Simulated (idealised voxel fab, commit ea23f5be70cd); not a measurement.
Process module under the name voxel released beams
Shown is cross-section cut, with a width of 200 nm and square cells of size 5 nm.
For the purposes of this document, a cross-section shall be understood as a grid of square cells, specified as bands listed in top-to-bottom order, each band consisting of one or more rows of cells. Band: top height; bottom height; in nm. Then, left to right: material with width in nm, for each material. "full width": a single material spanning edge to edge. "empty": empty space. Beneath 0, the wafer as received is one material, and that level is where height counting begins. The lowest band goes on downward without a bottom; it is written like "0 nm and below". Think of "30->40" as a width that walks from the first number to the second as you go down the band, top row to bottom row, taking equal-sized steps from row to row. "everything unchanged" (step): cross-section cells unchanged, all of them. If an empty space has no open way to the top and is at least 8 cells in size, "Closed void list" lists it, written width x height at distance, where distance is measured from the left edge and every value is in nm. That trailing text on a step's line, after the settings, is the simulator's own remark on the step. If you see "overlay nm" on a step's line and that step has a mask, it's telling you how far right of where it was planned the mask ended up; a negative number means it went left instead.
-- Process steps foreseen in the plan
1 RECEIVE [material Si]
2 CONFORMAL_DEP [material SiN] [thk nm 5]
3 DIRECTIONAL_DEP [material SiO2] [thk nm 20]
4 PATTERN [tone open] [mask id ANCHOR] [material resist] [width nm 35] [thk nm 15] [overlay nm 0]
5 DIRECTIONAL_ETCH [etch materials SiO2] [depth nm 20]
6 STRIP [etch materials resist]
7 CONFORMAL_DEP [material polySi] [thk nm 15]
8 DIRECTIONAL_DEP [material aC] [thk nm 15]
9 PATTERN [tone cover] [mask id BEAM] [material resist] [width nm 110] [thk nm 30] [overlay nm 0]
10 DIRECTIONAL_ETCH [etch materials aC] [depth nm 15]
11 STRIP [etch materials resist]
12 DIRECTIONAL_ETCH [etch materials polySi] [depth nm 15]
13 STRIP [etch materials aC]
14 STRIP [etch materials SiO2]
-- Wafer as received: cross-section following step 1
    0 nm and below: Si full width
    Closed void list: none
-- Here's the cross-section of the first of our two wafers at the end of the module - it ran as planned
    40 nm to 25 nm: empty: 40, then polySi: 20, then empty: 5, then polySi: 85, then empty: 50
    25 nm to 20 nm: empty: 45, then polySi: 15, then empty: 5, then polySi: 15, then empty: 120
    20 nm to 5 nm: empty: 45, then polySi: 35, then empty: 120
    5 nm to 0 nm: SiN full width
    0 nm and below: Si full width
    Closed void list: none
-- Second wafer of the two, sectioned at the end of the module. It began like the first and followed the same plan, but one mistake was made while running it
    40 nm to 25 nm: empty: 40, then polySi: 55, then empty: 105
    25 nm to 20 nm: empty: 30, then polySi: 15, then SiO2: 35, then polySi: 15, then empty: 105
    20 nm to 5 nm: empty: 30, then polySi: 15, then SiO2: 35, then polySi: 70, then empty: 50
    5 nm to 0 nm: SiN full width
    0 nm and below: Si full width
    Closed void list: none
Deviation noted in wafer processing: step 4 did not use the planned setting and instead ran as PATTERN [tone cover] [mask id ANCHOR] [material resist] [width nm 35] [thk nm 15] [overlay nm 0]
It is noted that, at the conclusion of processing, the second wafer exhibits a higher or lower cell count for certain materials relative to the first: +28 SiO2
